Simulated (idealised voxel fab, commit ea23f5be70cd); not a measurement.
process module | voxel trench capacitor
cross-section cut | 165 nm wide | cells 5 nm
A cross-section is a grid of square cells, given in bands from the top down. A band is one or more rows of cells.
Each band's line starts with the height of the band's top and of its bottom, in nm. Then come its materials from left to right, each with its width in nm. One material with "throughout" fills the band from edge to edge. "air" is empty space.
Height 0 is the level under which the wafer as received is all one material. The lowest band goes on downwards, as in "0 down".
A width such as "30 to 40" changes by the same amount from each row of cells to the next, from the band's top row to its bottom row.
"no change" after a step means that no cell of the cross-section changed.
closed voids: empty space of 8 cells or more with no open way to the top, each as width x height at its distance from the left edge, in nm
after a step's settings: what the simulator itself notes on the step
overlay nm, on a step with a mask: how far to the right of its planned place the mask lay; to the left if negative
plan
1 op RECEIVE | material Si
2 op CONFORMAL_DEP | material SiN | thk nm 10
3 op DIRECTIONAL_DEP | material aC | thk nm 10
4 op PATTERN | tone open | mask id TRENCH | material resist | width nm 25 | pitch nm 50 | thk nm 30 | overlay nm 0
5 op DIRECTIONAL_ETCH | etch materials aC | depth nm 10
6 op STRIP | etch materials resist
7 op DIRECTIONAL_ETCH | etch materials SiN | depth nm 10
8 op DIRECTIONAL_ETCH | etch materials Si | depth nm 30
9 op STRIP | etch materials aC
10 op CONFORMAL_DEP | material HfO2 | thk nm 5
11 op CONFORMAL_DEP | material TiN | thk nm 5
12 op FILL_DEP | material W | thk nm 5
13 op CMP | height nm 10
as received, after step 1
  0 down: Si throughout
  closed voids: none
first wafer at the end, as planned
  10 to 0: SiN 45 | HfO2 5 | TiN 5 | W 5 | TiN 5 | HfO2 5 | SiN 25 | HfO2 5 | TiN 5 | W 5 | TiN 5 | HfO2 5 | SiN 45
  0 to -20: Si 45 | HfO2 5 | TiN 5 | W 5 | TiN 5 | HfO2 5 | Si 25 | HfO2 5 | TiN 5 | W 5 | TiN 5 | HfO2 5 | Si 45
  -20 to -25: Si 45 | HfO2 5 | TiN 15 | HfO2 5 | Si 25 | HfO2 5 | TiN 15 | HfO2 5 | Si 45
  -25 to -30: Si 45 | HfO2 25 | Si 25 | HfO2 25 | Si 45
  -30 down: Si throughout
  closed voids: none
second wafer at the end: like start, like plan, one mistake
  10 to 0: SiN 40 | HfO2 5 | TiN 5 | W 5 | TiN 5 | HfO2 5 | SiN 25 | HfO2 5 | TiN 5 | W 5 | TiN 5 | HfO2 5 | SiN 50
  0 to -20: Si 40 | HfO2 5 | TiN 5 | W 5 | TiN 5 | HfO2 5 | Si 25 | HfO2 5 | TiN 5 | W 5 | TiN 5 | HfO2 5 | Si 50
  -20 to -25: Si 40 | HfO2 5 | TiN 15 | HfO2 5 | Si 25 | HfO2 5 | TiN 15 | HfO2 5 | Si 50
  -25 to -30: Si 40 | HfO2 25 | Si 25 | HfO2 25 | Si 50
  -30 down: Si throughout
  closed voids: none
what went wrong: step 4 ran as: op PATTERN | tone open | mask id TRENCH | material resist | width nm 25 | pitch nm 50 | thk nm 30 | overlay nm -5
at the end the second wafer has, in cells: as many of each material as the first, in other places
